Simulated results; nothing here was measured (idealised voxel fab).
This is a process module. Its name is voxel gate over fins.
Section cut is 280 nm wide and gridded with 5 nm square cells.
A cross-section is written here as square cells arranged in a grid, and it is given in bands from the top down, each band taking up one or more rows of cells. Read a band's entry like this: the first values are the height of its top and the height of its bottom in nm, and what follows is the sequence of materials from left to right, each with its width in nm. Note that "air" is empty space, and that a single material marked "full width" reaches across the band from edge to edge. The level at which height equals 0 is the one under which the wafer, as it arrives, is entirely one material. No lower edge exists for the bottom band, which continues downward and is notated as in "0 -> down". A width such as "30..40" changes by the same amount from each row of cells to the next, from the band's top row to its bottom row. "all unchanged" (step): cross-section cells unchanged, all of them. "Voids, fully enclosed" means: voids of 8 cells or more that are shut off from the top with no open way through. Written width x height at distance, distance from the left edge, in nm. If you see something after the settings on a step's line, that's the simulator's own remark about that step. overlay nm: where the mask lay relative to plan, measured to the right, on steps with a mask; negatives go left.

## Planned step list for the process
1,RECEIVE [material Si]
2,CONFORMAL_DEP [material SiN] [thk nm 5]
3,PATTERN [tone cover] [mask id FINS] [material resist] [width nm 15] [pitch nm 45] [thk nm 20] [overlay nm 0]
4,DIRECTIONAL_ETCH [etch materials SiN] [depth nm 5]
5,DIRECTIONAL_ETCH [etch materials Si] [depth nm 30]
6,STRIP [etch materials resist]
7,FILL_DEP [material SiO2] [thk nm 5]
8,CMP [height nm 5]
9,SELECTIVE_ETCH [etch materials SiO2] [depth nm 15]
10,STRIP [etch materials SiN]
11,CONFORMAL_DEP [material HfO2] [thk nm 5]
12,CONFORMAL_DEP [material TiN] [thk nm 5]
13,FILL_DEP [material W] [thk nm 10]
14,CMP [height nm 15]
15,CONFORMAL_DEP [material SiCN] [thk nm 5]

## Cross-section of the wafer as it came to us, i.e., already through step 1
    0 -> down | Si full width
    Voids, fully enclosed: none

## Final wafer profile in cross-section after the module, from the same start and plan as above, with one mistake made during processing
    20 -> 15 | SiO2 full width
    15 -> 10 | W full width
    10 -> 5 | W: 100, then TiN: 35, then W: 10, then TiN: 35, then W: 100
    5 -> 0 | W: 100, then TiN: 5, then HfO2: 25, then TiN: 5, then W: 10, then TiN: 5, then HfO2: 25, then TiN: 5, then W: 100
    0 -> -5 | TiN: 105, then HfO2: 5, then Si: 15, then HfO2: 5, then TiN: 20, then HfO2: 5, then Si: 15, then HfO2: 5, then TiN: 105
    -5 -> -10 | HfO2: 110, then Si: 15, then HfO2: 30, then Si: 15, then HfO2: 110
    -10 -> -30 | SiO2: 110, then Si: 15, then SiO2: 30, then Si: 15, then SiO2: 110
    -30 -> down | Si full width
    Voids, fully enclosed: none
Here's what went sideways: step 15 changed vs plan, executed as CONFORMAL_DEP [material SiO2] [thk nm 5]
